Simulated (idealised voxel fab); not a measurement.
Process module, titled voxel wiring stack
The figure presents cross-section cut, which has a width of 275 nm and is divided into square cells with an edge length of 5 nm.
A cross-section is a grid of square cells, given in bands from the top down. A band is one or more rows of cells. Band: top and bottom heights (nm) first, top before bottom; then materials from left to right, widths in nm. "throughout" marks a sole material filling the band edge to edge. "blank" denotes empty space. Height reference: 0 = level under which incoming wafer is all one material. Lowest band: no bottom, runs on downward, e.g. "top 0, no bottom". A two-number width, for instance "30->40", indicates that the width is equal to the first number in the top row of the band and to the second number in the bottom row, and that it changes by a constant amount per row of cells. Step marked "remained unchanged"? Then no cell in the cross-section changed in it. This entry, "Closed void entries", enumerates those empty regions of no fewer than 8 cells that possess no open connection to the top. Each region is reported in the form width x height at distance, the distance being taken from the left edge, with all three quantities expressed in nm. Anything after a step's settings on that line? It's the simulator's own note about the step. If you see "overlay nm" on a step's line and that step has a mask, it's telling you how far right of where it was planned the mask ended up; a negative number means it went left instead. Each pair of cross-sections that follows straddles one process step: the one shows the state before the step, the other the state after it, down to the lowest band that changed and no further. The step in question, and its settings, are given under the pair. Note that a pair is not necessarily a continuation of the pair above it, since pairs can come from different runs of this module on the same starting wafer; it is a continuation only where its entry headed "Ex-ante state" says so.

# Ex-ante state
    top 85, bottom 55: 75 of resist, 30 of blank, 15 of resist, 30 of blank, 15 of resist, 30 of blank, 80 of resist
    top 55, bottom 40: aC throughout
    top 40, bottom 20: lowk throughout
    top 20, bottom 15: SiCN throughout
    top 15, bottom 0: SiO2 throughout
    top 0, no bottom: Si throughout
    Closed void entries: none

# Sectional Result
    top 70, bottom 55: 75 of resist, 30 of blank, 15 of resist, 30 of blank, 15 of resist, 30 of blank, 80 of resist
    top 55, bottom 40: 75 of aC, 30 of blank, 15 of aC, 30 of blank, 15 of aC, 30 of blank, 80 of aC
    Under the height 40 nothing was changed.
    Closed void entries: none
In between the before and after cross-sections above, the step is op DIRECTIONAL_ETCH | etch materials aC | depth nm 15

Ex-ante state: the after view from the pair directly above serves as the before view here.

# Sectional Result
    top 55, bottom 40: 75 of aC, 30 of blank, 15 of aC, 30 of blank, 15 of aC, 30 of blank, 80 of aC
    Under the height 40 nothing was changed.
    Closed void entries: none
In between the before and after cross-sections above, the step is op STRIP | etch materials resist

Ex-ante state: the after view from the pair directly above serves as the before view here.

# Sectional Result
    top 40, bottom 20: lowk throughout
    Under the height 20 nothing was changed.
    Closed void entries: none
In between the before and after cross-sections above, the step is op STRIP | etch materials aC

Ex-ante state: the after view from the pair directly above serves as the before view here.

# Sectional Result
    top 45, bottom 40: TiN throughout
    Under the height 40 nothing was changed.
    Closed void entries: none
In between the before and after cross-sections above, the step is op CONFORMAL_DEP | material TiN | thk nm 5

Ex-ante state: the after view from the pair directly above serves as the before view here.

# Sectional Result
    top 50, bottom 45: Cu throughout
    Under the height 45 nothing was changed.
    Closed void entries: none
In between the before and after cross-sections above, the step is op FILL_DEP | material Cu | thk nm 5

Ex-ante state: the after view from the pair directly above serves as the before view here.

# Sectional Result
    top 40, bottom 20: lowk throughout
    Under the height 20 nothing was changed.
    Closed void entries: none
In between the before and after cross-sections above, the step is op CMP | height nm 40

Ex-ante state: the after view from the pair directly above serves as the before view here.

# Sectional Result
    top 45, bottom 40: SiCN throughout
    Under the height 40 nothing was changed.
    Closed void entries: none
In between the before and after cross-sections above, the step is op CONFORMAL_DEP | material SiCN | thk nm 5

Ex-ante state: the after view from the pair directly above serves as the before view here.

# Sectional Result
    top 75, bottom 45: lowk throughout
    Under the height 45 nothing was changed.
    Closed void entries: none
In between the before and after cross-sections above, the step is op DIRECTIONAL_DEP | material lowk | thk nm 30

Ex-ante state: the after view from the pair directly above serves as the before view here.

# Sectional Result
    top 90, bottom 75: 75 of resist, 30 of blank, 15 of resist, 30 of blank, 15 of resist, 30 of blank, 80 of resist
    Under the height 75 nothing was changed.
    Closed void entries: none
In between the before and after cross-sections above, the step is op PATTERN | tone open | mask id METAL_2 | material resist | width nm 30 | pitch nm 45 | thk nm 15 | overlay nm 0

Ex-ante state: the after view from the pair directly above serves as the before view here.

# Sectional Result
    top 90, bottom 75: 75 of resist, 30 of blank, 15 of resist, 30 of blank, 15 of resist, 30 of blank, 80 of resist
    top 75, bottom 60: 75 of lowk, 30 of blank, 15 of lowk, 30 of blank, 15 of lowk, 30 of blank, 80 of lowk
    Under the height 60 nothing was changed.
    Closed void entries: none
In between the before and after cross-sections above, the step is op DIRECTIONAL_ETCH | etch materials lowk | depth nm 15

Ex-ante state: the after view from the pair directly above serves as the before view here.

# Sectional Result
    top 75, bottom 60: 75 of lowk, 30 of blank, 15 of lowk, 30 of blank, 15 of lowk, 30 of blank, 80 of lowk
    Under the height 60 nothing was changed.
    Closed void entries: none
In between the before and after cross-sections above, the step is op STRIP | etch materials resist

Ex-ante state: the after view from the pair directly above serves as the before view here.

# Sectional Result
    top 95, bottom 75: 75 of resist, 15 of blank, 75 of resist, 15 of blank, 95 of resist
    top 75, bottom 60: 75 of lowk, 15 of blank, 15 of resist, 15 of lowk, 30 of resist, 15 of lowk, 15 of blank, 15 of resist, 80 of lowk
    Under the height 60 nothing was changed.
    Closed void entries: none
In between the before and after cross-sections above, the step is op PATTERN | tone open | mask id METAL_2_HOLES | material resist | width nm 15 | pitch nm 90 | thk nm 20 | overlay nm 0

Ex-ante state: the after view from the pair directly above serves as the before view here.

# Sectional Result
    top 95, bottom 75: 75 of resist, 15 of blank, 75 of resist, 15 of blank, 95 of resist
    top 75, bottom 60: 75 of lowk, 15 of blank, 15 of resist, 15 of lowk, 30 of resist, 15 of lowk, 15 of blank, 15 of resist, 80 of lowk
    top 60, bottom 45: 75 of lowk, 15 of blank, 75 of lowk, 15 of blank, 95 of lowk
    Under the height 45 nothing was changed.
    Closed void entries: none
In between the before and after cross-sections above, the step is op DIRECTIONAL_ETCH | etch materials lowk | depth nm 15

Ex-ante state: the after view from the pair directly above serves as the before view here.

# Sectional Result
    top 95, bottom 75: 75 of resist, 15 of blank, 75 of resist, 15 of blank, 95 of resist
    top 75, bottom 60: 75 of lowk, 15 of blank, 15 of resist, 15 of lowk, 30 of resist, 15 of lowk, 15 of blank, 15 of resist, 80 of lowk
    top 60, bottom 45: 75 of lowk, 15 of blank, 75 of lowk, 15 of blank, 95 of lowk
    top 45, bottom 40: 75 of SiCN, 15 of blank, 75 of SiCN, 15 of blank, 95 of SiCN
    Under the height 40 nothing was changed.
    Closed void entries: none
In between the before and after cross-sections above, the step is op DIRECTIONAL_ETCH | etch materials SiCN | depth nm 5

Ex-ante state: the after view from the pair directly above serves as the before view here.

# Sectional Result
    top 75, bottom 60: 75 of lowk, 30 of blank, 15 of lowk, 30 of blank, 15 of lowk, 30 of blank, 80 of lowk
    Under the height 60 nothing was changed.
    Closed void entries: none
In between the before and after cross-sections above, the step is op STRIP | etch materials resist

Ex-ante state: the after view from the pair directly above serves as the before view here.

# Sectional Result
    top 80, bottom 75: 80 of TiN, 20 of blank, 25 of TiN, 20 of blank, 25 of TiN, 20 of blank, 85 of TiN
    top 75, bottom 65: 75 of lowk, 5 of TiN, 20 of blank, 5 of TiN, 15 of lowk, 5 of TiN, 20 of blank, 5 of TiN, 15 of lowk, 5 of TiN, 20 of blank, 5 of TiN, 80 of lowk
    top 65, bottom 60: 75 of lowk, 5 of TiN, 5 of blank, 20 of TiN, 15 of lowk, 30 of TiN, 15 of lowk, 5 of TiN, 5 of blank, 20 of TiN, 80 of lowk
    top 60, bottom 45: 75 of lowk, 5 of TiN, 5 of blank, 5 of TiN, 75 of lowk, 5 of TiN, 5 of blank, 5 of TiN, 95 of lowk
    top 45, bottom 40: 75 of SiCN, 15 of TiN, 75 of SiCN, 15 of TiN, 95 of SiCN
    Under the height 40 nothing was changed.
    Closed void entries: none
In between the before and after cross-sections above, the step is op CONFORMAL_DEP | material TiN | thk nm 5

Ex-ante state: the after view from the pair directly above serves as the before view here.

# Sectional Result
    top 85, bottom 80: Cu throughout
    top 80, bottom 75: 80 of TiN, 20 of Cu, 25 of TiN, 20 of Cu, 25 of TiN, 20 of Cu, 85 of TiN
    top 75, bottom 65: 75 of lowk, 5 of TiN, 20 of Cu, 5 of TiN, 15 of lowk, 5 of TiN, 20 of Cu, 5 of TiN, 15 of lowk, 5 of TiN, 20 of Cu, 5 of TiN, 80 of lowk
    top 65, bottom 60: 75 of lowk, 5 of TiN, 5 of Cu, 20 of TiN, 15 of lowk, 30 of TiN, 15 of lowk, 5 of TiN, 5 of Cu, 20 of TiN, 80 of lowk
    top 60, bottom 45: 75 of lowk, 5 of TiN, 5 of Cu, 5 of TiN, 75 of lowk, 5 of TiN, 5 of Cu, 5 of TiN, 95 of lowk
    Under the height 45 nothing was changed.
    Closed void entries: none
In between the before and after cross-sections above, the step is op FILL_DEP | material Cu | thk nm 5

Ex-ante state: the after view from the pair directly above serves as the before view here.

# Sectional Result
    top 75, bottom 65: 75 of lowk, 5 of TiN, 20 of Cu, 5 of TiN, 15 of lowk, 5 of TiN, 20 of Cu, 5 of TiN, 15 of lowk, 5 of TiN, 20 of Cu, 5 of TiN, 80 of lowk
    Under the height 65 nothing was changed.
    Closed void entries: none
In between the before and after cross-sections above, the step is op CMP | height nm 75

Ex-ante state: the after view from the pair directly above serves as the before view here.

# Sectional Result
    top 80, bottom 75: SiCN throughout
    Under the height 75 nothing was changed.
    Closed void entries: none
In between the before and after cross-sections above, the step is op CONFORMAL_DEP | material SiCN | thk nm 5

Ex-ante state: the after view from the pair directly above serves as the before view here.

# Sectional Result
    top 105, bottom 80: lowk throughout
    Under the height 80 nothing was changed.
    Closed void entries: none
In between the before and after cross-sections above, the step is op DIRECTIONAL_DEP | material lowk | thk nm 25

Ex-ante state: the after view from the pair directly above serves as the before view here.

# Sectional Result
    top 120, bottom 105: aC throughout
    Under the height 105 nothing was changed.
    Closed void entries: none
In between the before and after cross-sections above, the step is op DIRECTIONAL_DEP | material aC | thk nm 15

Ex-ante state: the after view from the pair directly above serves as the before view here.

# Sectional Result
    top 150, bottom 120: 75 of resist, 30 of blank, 15 of resist, 30 of blank, 15 of resist, 30 of blank, 80 of resist
    Under the height 120 nothing was changed.
    Closed void entries: none
In between the before and after cross-sections above, the step is op PATTERN | tone open | mask id METAL_3 | material resist | width nm 30 | pitch nm 45 | thk nm 30 | overlay nm 0

Ex-ante state: the after view from the pair directly above serves as the before view here.

# Sectional Result
    top 135, bottom 120: 75 of resist, 30 of blank, 15 of resist, 30 of blank, 15 of resist, 30 of blank, 80 of resist
    top 120, bottom 105: 75 of aC, 30 of blank, 15 of aC, 30 of blank, 15 of aC, 30 of blank, 80 of aC
    Under the height 105 nothing was changed.
    Closed void entries: none
In between the before and after cross-sections above, the step is op DIRECTIONAL_ETCH | etch materials aC | depth nm 15

Ex-ante state: the after view from the pair directly above serves as the before view here.

# Sectional Result
    top 120, bottom 105: 75 of aC, 30 of blank, 15 of aC, 30 of blank, 15 of aC, 30 of blank, 80 of aC
    Under the height 105 nothing was changed.
    Closed void entries: none
In between the before and after cross-sections above, the step is op STRIP | etch materials resist

Ex-ante state: the after view from the pair directly above serves as the before view here.

# Sectional Result
    top 120, bottom 105: 75 of aC, 30 of blank, 15 of aC, 30 of blank, 15 of aC, 30 of blank, 80 of aC
    top 105, bottom 90: 75 of lowk, 30 of blank, 15 of lowk, 30 of blank, 15 of lowk, 30 of blank, 80 of lowk
    Under the height 90 nothing was changed.
    Closed void entries: none
In between the before and after cross-sections above, the step is op DIRECTIONAL_ETCH | etch materials lowk | depth nm 15

Ex-ante state: the after view from the pair directly above serves as the before view here.

# Sectional Result
    top 105, bottom 90: 75 of lowk, 30 of blank, 15 of lowk, 30 of blank, 15 of lowk, 30 of blank, 80 of lowk
    Under the height 90 nothing was changed.
    Closed void entries: none
In between the before and after cross-sections above, the step is op STRIP | etch materials aC

Ex-ante state: the after view from the pair directly above serves as the before view here.

# Sectional Result
    top 115, bottom 105: 75 of aC, 30 of blank, 15 of aC, 30 of blank, 15 of aC, 30 of blank, 80 of aC
    top 105, bottom 100: 75 of lowk, 30 of blank, 15 of lowk, 30 of blank, 15 of lowk, 30 of blank, 80 of lowk
    top 100, bottom 90: 75 of lowk, 30 of aC, 15 of lowk, 30 of aC, 15 of lowk, 30 of aC, 80 of lowk
    Under the height 90 nothing was changed.
    Closed void entries: none
In between the before and after cross-sections above, the step is op DIRECTIONAL_DEP | material aC | thk nm 10

Ex-ante state: the after view from the pair directly above serves as the before view here.

# Sectional Result
    top 140, bottom 115: 75 of resist, 15 of blank, 75 of resist, 15 of blank, 95 of resist
    top 115, bottom 105: 75 of aC, 15 of blank, 15 of resist, 15 of aC, 30 of resist, 15 of aC, 15 of blank, 15 of resist, 80 of aC
    top 105, bottom 100: 75 of lowk, 15 of blank, 15 of resist, 15 of lowk, 30 of resist, 15 of lowk, 15 of blank, 15 of resist, 80 of lowk
    Under the height 100 nothing was changed.
    Closed void entries: none
In between the before and after cross-sections above, the step is op PATTERN | tone open | mask id METAL_3_HOLES | material resist | width nm 15 | pitch nm 90 | thk nm 25 | overlay nm 0

Ex-ante state: the after view from the pair directly above serves as the before view here.

# Sectional Result
    top 130, bottom 115: 75 of resist, 15 of blank, 75 of resist, 15 of blank, 95 of resist
    top 115, bottom 105: 75 of aC, 15 of blank, 15 of resist, 15 of aC, 30 of resist, 15 of aC, 15 of blank, 15 of resist, 80 of aC
    top 105, bottom 100: 75 of lowk, 15 of blank, 15 of resist, 15 of lowk, 30 of resist, 15 of lowk, 15 of blank, 15 of resist, 80 of lowk
    top 100, bottom 90: 75 of lowk, 15 of blank, 15 of aC, 15 of lowk, 30 of aC, 15 of lowk, 15 of blank, 15 of aC, 80 of lowk
    Under the height 90 nothing was changed.
    Closed void entries: none
In between the before and after cross-sections above, the step is op DIRECTIONAL_ETCH | etch materials aC | depth nm 10

Ex-ante state: the after view from the pair directly above serves as the before view here.

# Sectional Result
    top 115, bottom 105: 75 of aC, 30 of blank, 15 of aC, 30 of blank, 15 of aC, 30 of blank, 80 of aC
    top 105, bottom 100: 75 of lowk, 30 of blank, 15 of lowk, 30 of blank, 15 of lowk, 30 of blank, 80 of lowk
    Under the height 100 nothing was changed.
    Closed void entries: none
In between the before and after cross-sections above, the step is op STRIP | etch materials resist

Ex-ante state: the after view from the pair directly above serves as the before view here.

# Sectional Result
    top 115, bottom 105: 75 of aC, 30 of blank, 15 of aC, 30 of blank, 15 of aC, 30 of blank, 80 of aC
    top 105, bottom 100: 75 of lowk, 30 of blank, 15 of lowk, 30 of blank, 15 of lowk, 30 of blank, 80 of lowk
    top 100, bottom 90: 75 of lowk, 15 of blank, 15 of aC, 15 of lowk, 30 of aC, 15 of lowk, 15 of blank, 15 of aC, 80 of lowk
    top 90, bottom 80: 75 of lowk, 15 of blank, 75 of lowk, 15 of blank, 95 of lowk
    Under the height 80 nothing was changed.
    Closed void entries: none
In between the before and after cross-sections above, the step is op DIRECTIONAL_ETCH | etch materials lowk | depth nm 10

Ex-ante state: the after view from the pair directly above serves as the before view here.

# Sectional Result
    top 115, bottom 105: 75 of aC, 30 of blank, 15 of aC, 30 of blank, 15 of aC, 30 of blank, 80 of aC
    top 105, bottom 100: 75 of lowk, 30 of blank, 15 of lowk, 30 of blank, 15 of lowk, 30 of blank, 80 of lowk
    top 100, bottom 90: 75 of lowk, 15 of blank, 15 of aC, 15 of lowk, 30 of aC, 15 of lowk, 15 of blank, 15 of aC, 80 of lowk
    top 90, bottom 80: 75 of lowk, 15 of blank, 75 of lowk, 15 of blank, 95 of lowk
    top 80, bottom 75: 75 of SiCN, 15 of blank, 75 of SiCN, 15 of blank, 95 of SiCN
    Under the height 75 nothing was changed.
    Closed void entries: none
In between the before and after cross-sections above, the step is op DIRECTIONAL_ETCH | etch materials SiCN | depth nm 5

Ex-ante state: the after view from the pair directly above serves as the before view here.

# Sectional Result
    top 105, bottom 90: 75 of lowk, 30 of blank, 15 of lowk, 30 of blank, 15 of lowk, 30 of blank, 80 of lowk
    Under the height 90 nothing was changed.
    Closed void entries: none
In between the before and after cross-sections above, the step is op STRIP | etch materials aC

Ex-ante state: the after view from the pair directly above serves as the before view here.

# Sectional Result
    top 110, bottom 105: 80 of TiN, 20 of blank, 25 of TiN, 20 of blank, 25 of TiN, 20 of blank, 85 of TiN
    top 105, bottom 95: 75 of lowk, 5 of TiN, 20 of blank, 5 of TiN, 15 of lowk, 5 of TiN, 20 of blank, 5 of TiN, 15 of lowk, 5 of TiN, 20 of blank, 5 of TiN, 80 of lowk
    top 95, bottom 90: 75 of lowk, 5 of TiN, 5 of blank, 20 of TiN, 15 of lowk, 30 of TiN, 15 of lowk, 5 of TiN, 5 of blank, 20 of TiN, 80 of lowk
    top 90, bottom 80: 75 of lowk, 5 of TiN, 5 of blank, 5 of TiN, 75 of lowk, 5 of TiN, 5 of blank, 5 of TiN, 95 of lowk
    top 80, bottom 75: 75 of SiCN, 15 of TiN, 75 of SiCN, 15 of TiN, 95 of SiCN
    Under the height 75 nothing was changed.
    Closed void entries: none
In between the before and after cross-sections above, the step is op CONFORMAL_DEP | material TiN | thk nm 5

Ex-ante state: the after view from the pair directly above serves as the before view here.

# Sectional Result
    top 115, bottom 110: Cu throughout
    top 110, bottom 105: 80 of TiN, 20 of Cu, 25 of TiN, 20 of Cu, 25 of TiN, 20 of Cu, 85 of TiN
    top 105, bottom 95: 75 of lowk, 5 of TiN, 20 of Cu, 5 of TiN, 15 of lowk, 5 of TiN, 20 of Cu, 5 of TiN, 15 of lowk, 5 of TiN, 20 of Cu, 5 of TiN, 80 of lowk
    top 95, bottom 90: 75 of lowk, 5 of TiN, 5 of Cu, 20 of TiN, 15 of lowk, 30 of TiN, 15 of lowk, 5 of TiN, 5 of Cu, 20 of TiN, 80 of lowk
    top 90, bottom 80: 75 of lowk, 5 of TiN, 5 of Cu, 5 of TiN, 75 of lowk, 5 of TiN, 5 of Cu, 5 of TiN, 95 of lowk
    Under the height 80 nothing was changed.
    Closed void entries: none
In between the before and after cross-sections above, the step is op FILL_DEP | material Cu | thk nm 5

Ex-ante state: the after view from the pair directly above serves as the before view here.

# Sectional Result
    top 105, bottom 95: 75 of lowk, 5 of TiN, 20 of Cu, 5 of TiN, 15 of lowk, 5 of TiN, 20 of Cu, 5 of TiN, 15 of lowk, 5 of TiN, 20 of Cu, 5 of TiN, 80 of lowk
    Under the height 95 nothing was changed.
    Closed void entries: none
In between the before and after cross-sections above, the step is op CMP | height nm 105

Ex-ante state: the after view from the pair directly above serves as the before view here.

# Sectional Result
    top 110, bottom 105: SiCN throughout
    Under the height 105 nothing was changed.
    Closed void entries: none
In between the before and after cross-sections above, the step is op CONFORMAL_DEP | material SiCN | thk nm 5

# Ex-ante state
    top 120, bottom 105: aC throughout
    top 105, bottom 80: lowk throughout
    top 80, bottom 75: SiCN throughout
    top 75, bottom 65: 75 of lowk, 5 of TiN, 20 of Cu, 5 of TiN, 15 of lowk, 5 of TiN, 20 of Cu, 5 of TiN, 15 of lowk, 5 of TiN, 20 of Cu, 5 of TiN, 80 of lowk
    top 65, bottom 60: 75 of lowk, 5 of TiN, 5 of Cu, 20 of TiN, 15 of lowk, 30 of TiN, 15 of lowk, 5 of TiN, 5 of Cu, 20 of TiN, 80 of lowk
    top 60, bottom 45: 75 of lowk, 5 of TiN, 5 of Cu, 5 of TiN, 75 of lowk, 5 of TiN, 5 of Cu, 5 of TiN, 95 of lowk
    top 45, bottom 40: 75 of SiCN, 15 of TiN, 75 of SiCN, 15 of TiN, 95 of SiCN
    top 40, bottom 20: 75 of SiO2, 5 of TiN, 20 of Cu, 5 of TiN, 15 of SiO2, 5 of TiN, 20 of Cu, 5 of TiN, 15 of SiO2, 5 of TiN, 20 of Cu, 5 of TiN, 80 of SiO2
    top 20, bottom 15: 75 of SiCN, 30 of TiN, 15 of SiCN, 30 of TiN, 15 of SiCN, 30 of TiN, 80 of SiCN
    top 15, bottom 0: SiO2 throughout
    top 0, no bottom: Si throughout
    Closed void entries: none

# Sectional Result
    top 150, bottom 120: 75 of blank, 30 of resist, 15 of blank, 30 of resist, 15 of blank, 30 of resist, 80 of blank
    Under the height 120 nothing was changed.
    Closed void entries: none
In between the before and after cross-sections above, the step is op PATTERN | tone cover | mask id METAL_3 | material resist | width nm 30 | pitch nm 45 | thk nm 30 | overlay nm 0

Ex-ante state: the after view from the pair directly above serves as the before view here.

# Sectional Result
    top 135, bottom 120: 75 of blank, 30 of resist, 15 of blank, 30 of resist, 15 of blank, 30 of resist, 80 of blank
    top 120, bottom 105: 75 of blank, 30 of aC, 15 of blank, 30 of aC, 15 of blank, 30 of aC, 80 of blank
    Under the height 105 nothing was changed.
    Closed void entries: none
In between the before and after cross-sections above, the step is op DIRECTIONAL_ETCH | etch materials aC | depth nm 15

Ex-ante state: the after view from the pair directly above serves as the before view here.

# Sectional Result
    top 120, bottom 105: 75 of blank, 30 of aC, 15 of blank, 30 of aC, 15 of blank, 30 of aC, 80 of blank
    Under the height 105 nothing was changed.
    Closed void entries: none
In between the before and after cross-sections above, the step is op STRIP | etch materials resist

Ex-ante state: the after view from the pair directly above serves as the before view here.

# Sectional Result
    top 120, bottom 105: 75 of blank, 30 of aC, 15 of blank, 30 of aC, 15 of blank, 30 of aC, 80 of blank
    top 105, bottom 90: 75 of blank, 30 of lowk, 15 of blank, 30 of lowk, 15 of blank, 30 of lowk, 80 of blank
    Under the height 90 nothing was changed.
    Closed void entries: none
In between the before and after cross-sections above, the step is op DIRECTIONAL_ETCH | etch materials lowk | depth nm 15

Ex-ante state: the after view from the pair directly above serves as the before view here.

# Sectional Result
    top 105, bottom 90: 75 of blank, 30 of lowk, 15 of blank, 30 of lowk, 15 of blank, 30 of lowk, 80 of blank
    Under the height 90 nothing was changed.
    Closed void entries: none
In between the before and after cross-sections above, the step is op STRIP | etch materials aC

Ex-ante state: the after view from the pair directly above serves as the before view here.

# Sectional Result
    top 115, bottom 105: 75 of blank, 30 of aC, 15 of blank, 30 of aC, 15 of blank, 30 of aC, 80 of blank
    top 105, bottom 100: 75 of blank, 30 of lowk, 15 of blank, 30 of lowk, 15 of blank, 30 of lowk, 80 of blank
    top 100, bottom 90: 75 of aC, 30 of lowk, 15 of aC, 30 of lowk, 15 of aC, 30 of lowk, 80 of aC
    Under the height 90 nothing was changed.
    Closed void entries: none
In between the before and after cross-sections above, the step is op DIRECTIONAL_DEP | material aC | thk nm 10

Ex-ante state: the after view from the pair directly above serves as the before view here.

# Sectional Result
    top 140, bottom 115: 75 of resist, 15 of blank, 75 of resist, 15 of blank, 95 of resist
    top 115, bottom 105: 75 of resist, 30 of aC, 15 of resist, 30 of aC, 15 of resist, 30 of aC, 80 of resist
    top 105, bottom 100: 75 of resist, 30 of lowk, 15 of resist, 30 of lowk, 15 of resist, 30 of lowk, 80 of resist
    Under the height 100 nothing was changed.
    Closed void entries: none
In between the before and after cross-sections above, the step is op PATTERN | tone open | mask id METAL_3_HOLES | material resist | width nm 15 | pitch nm 90 | thk nm 25 | overlay nm 0

Ex-ante state: the after view from the pair directly above serves as the before view here.

# Sectional Result
    top 130, bottom 115: 75 of resist, 15 of blank, 75 of resist, 15 of blank, 95 of resist
    top 115, bottom 105: 75 of resist, 15 of blank, 15 of aC, 15 of resist, 30 of aC, 15 of resist, 15 of blank, 15 of aC, 80 of resist
    Under the height 105 nothing was changed.
    Closed void entries: none
In between the before and after cross-sections above, the step is op DIRECTIONAL_ETCH | etch materials aC | depth nm 10

Ex-ante state: the after view from the pair directly above serves as the before view here.

# Sectional Result
    top 115, bottom 105: 90 of blank, 15 of aC, 15 of blank, 30 of aC, 30 of blank, 15 of aC, 80 of blank
    top 105, bottom 100: 75 of blank, 30 of lowk, 15 of blank, 30 of lowk, 15 of blank, 30 of lowk, 80 of blank
    Under the height 100 nothing was changed.
    Closed void entries: none
In between the before and after cross-sections above, the step is op STRIP | etch materials resist

Ex-ante state: the after view from the pair directly above serves as the before view here.

# Sectional Result
    top 115, bottom 105: 90 of blank, 15 of aC, 15 of blank, 30 of aC, 30 of blank, 15 of aC, 80 of blank
    top 105, bottom 100: 90 of blank, 15 of lowk, 15 of blank, 30 of lowk, 30 of blank, 15 of lowk, 80 of blank
    top 100, bottom 95: 75 of aC, 15 of blank, 15 of lowk, 15 of aC, 30 of lowk, 15 of aC, 15 of blank, 15 of lowk, 80 of aC
    Under the height 95 nothing was changed.
    Closed void entries: none
In between the before and after cross-sections above, the step is op DIRECTIONAL_ETCH | etch materials lowk | depth nm 10

Ex-ante state: the after view from the pair directly above serves as the before view here.

# Sectional Result
    top 105, bottom 95: 90 of blank, 15 of lowk, 15 of blank, 30 of lowk, 30 of blank, 15 of lowk, 80 of blank
    top 95, bottom 90: 75 of blank, 30 of lowk, 15 of blank, 30 of lowk, 15 of blank, 30 of lowk, 80 of blank
    Under the height 90 nothing was changed.
    Closed void entries: none
In between the before and after cross-sections above, the step is op STRIP | etch materials aC

Ex-ante state: the after view from the pair directly above serves as the before view here.

# Sectional Result
    top 110, bottom 105: 85 of blank, 25 of TiN, 5 of blank, 40 of TiN, 20 of blank, 25 of TiN, 75 of blank
    top 105, bottom 95: 85->70 of blank, 5->20 of TiN, 15 of lowk, 5 of TiN, 5 of blank, 5 of TiN, 30 of lowk, 5 of TiN, 20->5 of blank, 5->20 of TiN, 15 of lowk, 5 of TiN, 75 of blank
    top 95, bottom 90: 75 of TiN, 30 of lowk, 15 of TiN, 30 of lowk, 15 of TiN, 30 of lowk, 80 of TiN
    Under the height 90 nothing was changed.
    Closed void entries: none
In between the before and after cross-sections above, the step is op CONFORMAL_DEP | material TiN | thk nm 5

Ex-ante state: the after view from the pair directly above serves as the before view here.

# Sectional Result
    top 115, bottom 110: Cu throughout
    top 110, bottom 105: 85 of Cu, 25 of TiN, 5 of Cu, 40 of TiN, 20 of Cu, 25 of TiN, 75 of Cu
    top 105, bottom 95: 85->70 of Cu, 5->20 of TiN, 15 of lowk, 5 of TiN, 5 of Cu, 5 of TiN, 30 of lowk, 5 of TiN, 20->5 of Cu, 5->20 of TiN, 15 of lowk, 5 of TiN, 75 of Cu
    Under the height 95 nothing was changed.
    Closed void entries: none
In between the before and after cross-sections above, the step is op FILL_DEP | material Cu | thk nm 5

Ex-ante state: the after view from the pair directly above serves as the before view here.

# Sectional Result
    top 105, bottom 95: 85->70 of Cu, 5->20 of TiN, 15 of lowk, 5 of TiN, 5 of Cu, 5 of TiN, 30 of lowk, 5 of TiN, 20->5 of Cu, 5->20 of TiN, 15 of lowk, 5 of TiN, 75 of Cu
    Under the height 95 nothing was changed.
    Closed void entries: none
In between the before and after cross-sections above, the step is op CMP | height nm 105

Ex-ante state: the after view from the pair directly above serves as the before view here.

# Sectional Result
    top 110, bottom 105: SiCN throughout
    Under the height 105 nothing was changed.
    Closed void entries: none
In between the before and after cross-sections above, the step is op CONFORMAL_DEP | material SiCN | thk nm 5
